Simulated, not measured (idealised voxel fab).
Module name: voxel trench capacitor (process module)
We display cut, a cross-section 165 nm in width whose square cells are each 5 nm.
Each cross-section below is a grid of square cells, stated as bands in top-down order, with one or more rows of cells making up each band. Top, bottom (nm), then materials left to right with widths (nm); lone material tagged "full width" fills the whole band edge to edge; "air" = empty space. Counting heights begins at 0, where everything beneath is, in the wafer as received, one material. The lowest band has no bottom; it goes on downwards, as "0 and below" shows. With a width like "30->40", each row of cells in the band differs from the next by the same amount, the top row carrying the first number and the bottom row the second. Where a step carries "remained unchanged", the cross-section came out of it unchanged, cell for cell. Closed-off voids of 8+ cells (no open route to the top) go in "Enclosed voids", written width x height at distance from the left edge, in nm. If you see something after the settings on a step's line, that's the simulator's own remark about that step. Steps that use a mask can have "overlay nm" on their line. It says how far the mask sat to the right of where it was meant to be. Negative means to the left.
This section lists the process steps that were planned:
1) RECEIVE with material Si
2) CONFORMAL_DEP with material SiN, thk nm 10
3) DIRECTIONAL_DEP with material aC, thk nm 10
4) PATTERN with tone open, mask id TRENCH, material resist, width nm 25, pitch nm 50, thk nm 30, overlay nm 0
5) DIRECTIONAL_ETCH with etch materials aC, depth nm 10
6) STRIP with etch materials resist
7) DIRECTIONAL_ETCH with etch materials SiN, depth nm 10
8) DIRECTIONAL_ETCH with etch materials Si, depth nm 30
9) STRIP with etch materials aC
10) CONFORMAL_DEP with material HfO2, thk nm 5
11) CONFORMAL_DEP with material TiN, thk nm 5
12) FILL_DEP with material W, thk nm 5
13) CMP with height nm 10
Cross-section of the wafer upon arrival, representing the state reached after step 1:
- 0 and below = Si full width
- Enclosed voids: none
One mistake in running the module, otherwise start and plan as above: cross-section at the end:
- 10 down to 0 = W=35, TiN=5, HfO2=5, SiN=25, HfO2=5, TiN=5, W=5, TiN=5, HfO2=5, SiN=25, HfO2=5, TiN=5, W=35
- 0 down to -20 = W=35, TiN=5, HfO2=5, Si=25, HfO2=5, TiN=5, W=5, TiN=5, HfO2=5, Si=25, HfO2=5, TiN=5, W=35
- -20 down to -25 = TiN=40, HfO2=5, Si=25, HfO2=5, TiN=15, HfO2=5, Si=25, HfO2=5, TiN=40
- -25 down to -30 = HfO2=45, Si=25, HfO2=25, Si=25, HfO2=45
- -30 and below = Si full width
- Enclosed voids: none
What was the processing mistake? for step 4, the planned setting was not used; the step was instead run as PATTERN with tone cover, mask id TRENCH, material resist, width nm 25, pitch nm 50, thk nm 30, overlay nm 0
